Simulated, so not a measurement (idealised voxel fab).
Presented below is a process module, voxel capacitor over wiring.
Section shown: cut. Width: 165 nm. Cell size: 5 nm, square.
Square cells in a grid make up a cross-section in this document, and the grid is given as bands, listed from the top down, each one or more rows of cells. Band entry format. Leading values: height of top, height of bottom, nm. Remainder: materials in left-to-right order, each with its width in nm. Special words: "all across" on a single material, which then fills the band edge to edge; "empty", empty space. Beneath 0, the wafer as received is one material, and that level is where height counting begins. The lowest band goes on downward without a bottom; it is written like "0 and below". Graded width ("30->40"): value in top row of band = first number; value in bottom row = second number; row-to-row change constant. When a step is marked "no modifications", none of the cells in the cross-section changed during that step. The entry titled "Sealed internal voids" provides the empty spaces that have no open way to the top, restricted to those of 8 cells or more. Each is presented as width x height at distance, the distance being measured from the left edge, with all three in nm. after a step's settings: what the simulator itself notes on the step. The setting "overlay nm" may be written on the line of a step. When the step uses a mask, the value reports how far to the right of the planned place the mask lay, and a negative value reports that it lay to the left.

The steps planned for the process are as follows:
1 RECEIVE [material Si]
2 CONFORMAL_DEP [material SiO2] [thk nm 15]
3 CONFORMAL_DEP [material SiN] [thk nm 5]
4 DIRECTIONAL_DEP [material SiO2] [thk nm 25]
5 PATTERN [tone open] [mask id METAL_1] [material resist] [width nm 20] [pitch nm 75] [thk nm 20] [overlay nm 0]
6 DIRECTIONAL_ETCH [etch materials SiO2] [depth nm 25]
7 DIRECTIONAL_ETCH [etch materials SiN] [depth nm 5]
8 STRIP [etch materials resist]
9 CONFORMAL_DEP [material TiN] [thk nm 5]
10 FILL_DEP [material Ru] [thk nm 5]
11 CMP [height nm 45]
12 EPI [material Ru] [thk nm 5]
13 FILL_DEP [material SiCN] [thk nm 5]
14 DIRECTIONAL_DEP [material SiO2] [thk nm 20]
15 MASKED_ETCH [tone open] [mask id PLUG_1] [width nm 15] [etch materials SiO2] [depth nm 20] [overlay nm 0]
16 MASKED_ETCH [tone open] [mask id PLUG_1] [width nm 15] [etch materials SiCN] [depth nm 5] [overlay nm 0]
17 EPI [material Ru] [thk nm 10]
18 EPI [material Ru] [thk nm 10]
19 EPI [material Ru] [thk nm 5]
20 DIRECTIONAL_DEP [material TiN] [thk nm 5]
21 DIRECTIONAL_DEP [material SiN] [thk nm 5]
22 DIRECTIONAL_DEP [material TiN] [thk nm 5]
23 DIRECTIONAL_DEP [material aC] [thk nm 15]
24 PATTERN [tone cover] [mask id UPPER_PLATE] [material resist] [width nm 60] [thk nm 30] [overlay nm 0]
25 DIRECTIONAL_ETCH [etch materials aC] [depth nm 15]
26 STRIP [etch materials resist]
27 DIRECTIONAL_ETCH [etch materials TiN] [depth nm 5]
28 DIRECTIONAL_ETCH [etch materials SiN] [depth nm 5]
29 STRIP [etch materials aC]
30 MASKED_ETCH [tone cover] [mask id LOWER_PLATE] [width nm 70] [etch materials TiN] [depth nm 5] [overlay nm 0]
31 FILL_DEP [material SiO2] [thk nm 20]
32 CMP [height nm 105]
33 DIRECTIONAL_DEP [material aC] [thk nm 15]
34 PATTERN [tone open] [mask id PLUG_2] [material resist] [width nm 15] [thk nm 35] [overlay nm 0]
35 DIRECTIONAL_ETCH [etch materials aC] [depth nm 15]
36 STRIP [etch materials resist]
37 DIRECTIONAL_ETCH [etch materials SiO2] [depth nm 15]
38 STRIP [etch materials aC]
39 CONFORMAL_DEP [material TiN] [thk nm 5]
40 FILL_DEP [material Ru] [thk nm 5]
41 CMP [height nm 105]
42 CONFORMAL_DEP [material SiN] [thk nm 5]

So this is the incoming wafer in cross-section - it's already been through step 1:
	0 and below: Si all across
	Sealed internal voids: none

Here's the cross-section of the first of our two wafers at the end of the module - it ran as planned:
	110 down to 105: SiN all across
	105 down to 95: 50 nm SiO2 / 5 nm TiN / 5 nm Ru / 5 nm TiN / 100 nm SiO2
	95 down to 85: 50->40 nm SiO2 / 15->60 nm TiN / 100->65 nm SiO2
	85 down to 80: 40 nm SiO2 / 60 nm SiN / 65 nm SiO2
	80 down to 75: 35 nm SiO2 / 70 nm TiN / 60 nm SiO2
	75 down to 55: 40 nm SiO2 / 15 nm Ru / 110 nm SiO2
	55 down to 50: 40 nm SiCN / 15 nm Ru / 110 nm SiCN
	50 down to 45: 30 nm SiCN / 30 nm Ru / 45 nm SiCN / 30 nm Ru / 30 nm SiCN
	45 down to 20: 35 nm SiO2 / 5 nm TiN / 10 nm Ru / 5 nm TiN / 55 nm SiO2 / 5 nm TiN / 10 nm Ru / 5 nm TiN / 35 nm SiO2
	20 down to 15: 35 nm SiN / 20 nm TiN / 55 nm SiN / 20 nm TiN / 35 nm SiN
	15 down to 0: SiO2 all across
	0 and below: Si all across
	Sealed internal voids: none

Second wafer at the end: like start, like plan, one mistake:
	110 down to 105: SiN all across
	105 down to 95: 50 nm SiO2 / 5 nm TiN / 5 nm Ru / 5 nm TiN / 100 nm SiO2
	95 down to 85: 50->40 nm SiO2 / 15->20 nm TiN / 100->105 nm SiO2
	85 down to 80: 40 nm SiO2 / 20 nm SiN / 105 nm SiO2
	80 down to 75: 35 nm SiO2 / 65 nm TiN / 65 nm SiO2
	75 down to 70: 35 nm SiO2 / 25 nm Ru / 40 nm SiN / 65 nm SiO2
	70 down to 65: 40 nm SiO2 / 15 nm Ru / 5 nm SiO2 / 45 nm TiN / 60 nm SiO2
	65 down to 50: 40 nm SiO2 / 15 nm Ru / 110 nm SiO2
	50 down to 45: 30 nm SiO2 / 30 nm Ru / 45 nm SiO2 / 30 nm Ru / 30 nm SiO2
	45 down to 20: 35 nm SiO2 / 5 nm TiN / 10 nm Ru / 5 nm TiN / 55 nm SiO2 / 5 nm TiN / 10 nm Ru / 5 nm TiN / 35 nm SiO2
	20 down to 15: 35 nm SiN / 20 nm TiN / 55 nm SiN / 20 nm TiN / 35 nm SiN
	15 down to 0: SiO2 all across
	0 and below: Si all across
	Sealed internal voids: none
The mistake made against the process plan was this: execution of step 13 of the plan did not take place, the step having been omitted
At the finish, the second wafer shows more or fewer cells for some materials than the first does: Ru +2; SiCN -51; SiO2 +49
